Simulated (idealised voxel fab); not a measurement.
process module | voxel spacer lines
The cross-section shown here is cut; it is 230 nm wide and divided into square cells measuring 5 nm on a side.
How to read a cross-section here: the picture is a grid of square cells, written as bands going from the top down, and any band can span one or more rows of cells.
A band entry consists of two parts. The first gives the height of the band's top and the height of its bottom, in nm. The rest lists the band's materials from left to right, each with its width in nm. A single material labelled with the word "edge to edge" fills the band from edge to edge, and the word "empty" marks empty space.
It should be noted that heights are counted from 0, beneath which the wafer as supplied is of one material throughout, and that the lowest band possesses no lower boundary but continues downward, as written in "0..down".
The expression "30..40" gives the width at the extremes of the band, the first number at its top row of cells and the second at its bottom row, with the width changing by equal amounts from each row to the next in between.
You'll sometimes find "changes: none" written for a step, and that's the way of saying that nowhere in the cross-section did a cell change during that step.
Closed-off voids of 8+ cells (no open route to the top) go in "Closed void inventory", written width x height at distance from the left edge, in nm.
after a step's settings: what the simulator itself notes on the step
When a step includes a mask, the "overlay nm" setting on its line states how far to the right of its planned place that mask lay, and negative values state how far to the left.

PROCESS STEPS (PLANNED)
1) RECEIVE (material Si)
2) CONFORMAL_DEP (material Al2O3; thk nm 5)
3) DIRECTIONAL_DEP (material SiN; thk nm 15)
4) DIRECTIONAL_DEP (material aC; thk nm 25)
5) PATTERN (tone cover; mask id MANDREL; material resist; width nm 25; pitch nm 80; thk nm 30; overlay nm 0)
6) DIRECTIONAL_ETCH (etch materials aC; depth nm 25)
7) STRIP (etch materials resist)
8) CONFORMAL_DEP (material SiO2; thk nm 15)
9) DIRECTIONAL_ETCH (etch materials SiO2; depth nm 15)
10) STRIP (etch materials aC)
11) DIRECTIONAL_ETCH (etch materials SiN; depth nm 15)
12) STRIP (etch materials SiO2)

FIRST OF TWO WAFERS, PROCESSED ACCORDING TO PLAN

AS RECEIVED, AFTER STEP 1
    0..down  Si edge to edge
    Closed void inventory: none

THE FOLLOWING CROSS-SECTION DEPICTS THE WAFER UPON COMPLETION OF STEP 2
    5..0  Al2O3 edge to edge
    Unchanged below 0.

THE FOLLOWING CROSS-SECTION DEPICTS THE WAFER UPON COMPLETION OF STEP 3
    20..5  SiN edge to edge
    Unchanged below 5.

THE FOLLOWING CROSS-SECTION DEPICTS THE WAFER UPON COMPLETION OF STEP 4
    45..20  aC edge to edge
    Unchanged below 20.

THE FOLLOWING CROSS-SECTION DEPICTS THE WAFER UPON COMPLETION OF STEP 5
    75..45  60 of empty, 25 of resist, 55 of empty, 25 of resist, 65 of empty
    Unchanged below 45.

THE FOLLOWING CROSS-SECTION DEPICTS THE WAFER UPON COMPLETION OF STEP 6
    50..45  60 of empty, 25 of resist, 55 of empty, 25 of resist, 65 of empty
    45..20  60 of empty, 25 of aC, 55 of empty, 25 of aC, 65 of empty
    Unchanged below 20.

THE FOLLOWING CROSS-SECTION DEPICTS THE WAFER UPON COMPLETION OF STEP 7
    45..20  60 of empty, 25 of aC, 55 of empty, 25 of aC, 65 of empty
    Unchanged below 20.

THE FOLLOWING CROSS-SECTION DEPICTS THE WAFER UPON COMPLETION OF STEP 8
    60..45  45 of empty, 55 of SiO2, 25 of empty, 55 of SiO2, 50 of empty
    45..35  45 of empty, 15 of SiO2, 25 of aC, 15 of SiO2, 25 of empty, 15 of SiO2, 25 of aC, 15 of SiO2, 50 of empty
    35..20  60 of SiO2, 25 of aC, 55 of SiO2, 25 of aC, 65 of SiO2
    Unchanged below 20.

THE FOLLOWING CROSS-SECTION DEPICTS THE WAFER UPON COMPLETION OF STEP 9
    45..20  45 of empty, 15 of SiO2, 25 of aC, 15 of SiO2, 25 of empty, 15 of SiO2, 25 of aC, 15 of SiO2, 50 of empty
    Unchanged below 20.

THE FOLLOWING CROSS-SECTION DEPICTS THE WAFER UPON COMPLETION OF STEP 10
    45..20  45 of empty, 15 of SiO2, 25 of empty, 15 of SiO2, 25 of empty, 15 of SiO2, 25 of empty, 15 of SiO2, 50 of empty
    Unchanged below 20.

THE FOLLOWING CROSS-SECTION DEPICTS THE WAFER UPON COMPLETION OF STEP 11
    45..20  45 of empty, 15 of SiO2, 25 of empty, 15 of SiO2, 25 of empty, 15 of SiO2, 25 of empty, 15 of SiO2, 50 of empty
    20..5  45 of empty, 15 of SiN, 25 of empty, 15 of SiN, 25 of empty, 15 of SiN, 25 of empty, 15 of SiN, 50 of empty
    Unchanged below 5.

THE FOLLOWING CROSS-SECTION DEPICTS THE WAFER UPON COMPLETION OF STEP 12
    20..5  45 of empty, 15 of SiN, 25 of empty, 15 of SiN, 25 of empty, 15 of SiN, 25 of empty, 15 of SiN, 50 of empty
    Unchanged below 5.

SECOND WAFER - SHARED START AND PLAN WITH THE FIRST - ONE ERROR IN RUNNING - SAME AS THE FIRST UP TO STEP 7 INCLUSIVE

AT THE PLANNED END OF STEP 8, THE SECOND WAFER IN CROSS-SECTION
    60..45  45 of empty, 55 of SiN, 25 of empty, 55 of SiN, 50 of empty
    45..35  45 of empty, 15 of SiN, 25 of aC, 15 of SiN, 25 of empty, 15 of SiN, 25 of aC, 15 of SiN, 50 of empty
    35..20  60 of SiN, 25 of aC, 55 of SiN, 25 of aC, 65 of SiN
    Unchanged below 20.

At the planned end of step 9, the second wafer in cross-section: changes: none

At the planned end of step 10, the second wafer in cross-section: changes: none

AT THE PLANNED END OF STEP 11, THE SECOND WAFER IN CROSS-SECTION
    45..20  45 of empty, 15 of SiN, 25 of aC, 15 of SiN, 25 of empty, 15 of SiN, 25 of aC, 15 of SiN, 50 of empty
    Unchanged below 20.

At the planned end of step 12, the second wafer in cross-section: changes: none
Want to know what went wrong? contrary to plan, step 8 was performed as CONFORMAL_DEP (material SiN; thk nm 15)
The final cell counts differ between the wafers, with the second having more or fewer of some materials than the first: +162 SiN; +50 aC
